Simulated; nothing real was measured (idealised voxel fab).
The following is a process module called voxel self aligned contacts.
Cross-sectional view cut (width: 270 nm; square cell size: 5 nm).
Cross-sections here: square-cell grids, written as top-down lists of bands, a band being one or more rows of cells.
A band entry consists of two parts. The first gives the height of the band's top and the height of its bottom, in nm. The rest lists the band's materials from left to right, each with its width in nm. A single material labelled with the word "all across" fills the band from edge to edge, and the word "empty" marks empty space.
It should be noted that heights are counted from 0, beneath which the wafer as supplied is of one material throughout, and that the lowest band possesses no lower boundary but continues downward, as written in "0 -> down".
You'd read "30->40" like this: the band's top row of cells is as wide as the first number, its bottom row is as wide as the second, and going down, every row changes width by the same amount as the row before did.
A step reported as "no alteration" is a step in which no cell of the cross-section changed.
"Closed internal cavities" - sealed voids, min. 8 cells, no opening to top; format: width x height at distance (distance from left edge; nm throughout).
Where a step's line continues beyond its settings, the continuation is a remark by the simulator itself on that step.
overlay nm: for a step with a mask, the amount by which the mask lay right of where it was planned; a negative amount means left of it.
# The following list gives the planned process steps
1. RECEIVE,material Si
2. OXIDIZE,depth nm 5
3. DIRECTIONAL_DEP,material polySi,thk nm 20
4. DIRECTIONAL_DEP,material SiN,thk nm 20
5. MASKED_ETCH,tone cover,mask id GATE,width nm 25,pitch nm 60,etch materials SiN,depth nm 20,overlay nm 0
6. MASKED_ETCH,tone cover,mask id GATE,width nm 25,pitch nm 60,etch materials polySi,depth nm 20,overlay nm 0
7. CONFORMAL_DEP,material SiN,thk nm 5
8. DIRECTIONAL_ETCH,etch materials SiN,depth nm 5
9. FILL_DEP,material SiO2,thk nm 10
10. CMP,height nm 45
11. PATTERN,tone open,mask id CONTACT,material resist,width nm 35,thk nm 15,overlay nm 0
12. DIRECTIONAL_ETCH,etch materials SiO2,depth nm 50
13. STRIP,etch materials resist
14. CONFORMAL_DEP,material TiN,thk nm 5
15. FILL_DEP,material W,thk nm 5
16. CMP,height nm 45
17. CONFORMAL_DEP,material SiCN,thk nm 5
Heads up: all these wafers start the same, and what changes between them is the width nm in step 11. The value you see in the plan is just what the first wafer got.
# Received wafers, first of several: cross-section after step 1
	0 -> down | Si all across
	Closed internal cavities: none
# Here's the first of several wafers in cross-section, end of the module, after the last step, step 17
	50 -> 45 | SiCN all across
	45 -> 40 | SiO2=115  TiN=10  W=15  TiN=10  SiO2=120
	40 -> 20 | SiO2=85  SiN=35  TiN=5  W=15  TiN=5  SiN=35  SiO2=90
	20 -> 0 | SiO2=85  SiN=5  polySi=25  SiN=5  TiN=5  W=15  TiN=5  SiN=5  polySi=25  SiN=5  SiO2=90
	0 -> -5 | SiO2=120  TiN=25  SiO2=125
	-5 -> down | Si all across
	Closed internal cavities: none
# Cross-section at module completion, last wafer
	50 -> 45 | SiCN all across
	45 -> 40 | SiO2=105  TiN=20  W=15  TiN=25  SiO2=105
	40 -> 20 | SiO2=85  SiN=35  TiN=5  W=15  TiN=5  SiN=35  SiO2=90
	20 -> 0 | SiO2=85  SiN=5  polySi=25  SiN=5  TiN=5  W=15  TiN=5  SiN=5  polySi=25  SiN=5  SiO2=90
	0 -> -5 | SiO2=120  TiN=25  SiO2=125
	-5 -> down | Si all across
	Closed internal cavities: none
# For your reference, the table is organized with a row per wafer; each row reflects the wafer at the end of the module, indicating for each material the cells gained (+) or lost (-) since receipt, and thereafter its closed voids
width nm 35, -54 Si, +54 SiCN, +72 SiN, +376 SiO2, +25 TiN, +27 W, +40 polySi, Closed internal cavities: none
width nm 40, -54 Si, +54 SiCN, +72 SiN, +375 SiO2, +26 TiN, +27 W, +40 polySi, Closed internal cavities: none
width nm 45, -54 Si, +54 SiCN, +72 SiN, +374 SiO2, +27 TiN, +27 W, +40 polySi, Closed internal cavities: none
width nm 50, -54 Si, +54 SiCN, +72 SiN, +373 SiO2, +28 TiN, +27 W, +40 polySi, Closed internal cavities: none
width nm 55, -54 Si, +54 SiCN, +72 SiN, +372 SiO2, +29 TiN, +27 W, +40 polySi, Closed internal cavities: none
width nm 60, -54 Si, +54 SiCN, +72 SiN, +371 SiO2, +30 TiN, +27 W, +40 polySi, Closed internal cavities: none
